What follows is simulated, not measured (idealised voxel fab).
process module | voxel fin reveal
cross-section cut | 215 nm wide | cells 5 nm
A cross-section is a grid of square cells, given in bands from the top down. A band is one or more rows of cells.
Each band's line starts with the height of the band's top and of its bottom, in nm. Then come its materials from left to right, each with its width in nm. One material with "throughout" fills the band from edge to edge. "air" is empty space.
Height 0 is the level under which the wafer as received is all one material. The lowest band goes on downwards, as in "0 down".
A width such as "30 to 40" changes by the same amount from each row of cells to the next, from the band's top row to its bottom row.
"no change" after a step means that no cell of the cross-section changed.
closed voids: empty space of 8 cells or more with no open way to the top, each as width x height at its distance from the left edge, in nm
after a step's settings: what the simulator itself notes on the step
overlay nm, on a step with a mask: how far to the right of its planned place the mask lay; to the left if negative
plan
1 op RECEIVE | material Si
2 op CONFORMAL_DEP | material SiN | thk nm 10
3 op MASKED_ETCH | tone cover | mask id FINS | width nm 15 | pitch nm 45 | etch materials SiN | depth nm 10 | overlay nm 0
4 op MASKED_ETCH | tone cover | mask id FINS | width nm 15 | pitch nm 45 | etch materials Si | depth nm 30 | overlay nm 0
5 op OXIDIZE | depth nm 5
6 op FILL_DEP | material SiO2 | thk nm 15
7 op CMP | height nm 10
8 op SELECTIVE_ETCH | etch materials SiO2 | depth nm 20
9 op STRIP | etch materials SiN
as received, after step 1
  0 down: Si throughout
  closed voids: none
a wafer at the end: this start, this plan, one mistake
  0 to -10: air 80 to 70 | Si 5 to 15 | air 40 to 30 | Si 5 to 15 | air 85
  -10 to -35: SiO2 70 | Si 15 | SiO2 30 | Si 15 | SiO2 85
  -35 down: Si throughout
  closed voids: none
what went wrong: step 4 ran as: op MASKED_ETCH | tone cover | mask id FINS | width nm 15 | pitch nm 45 | etch materials Si | depth nm 30 | overlay nm -10
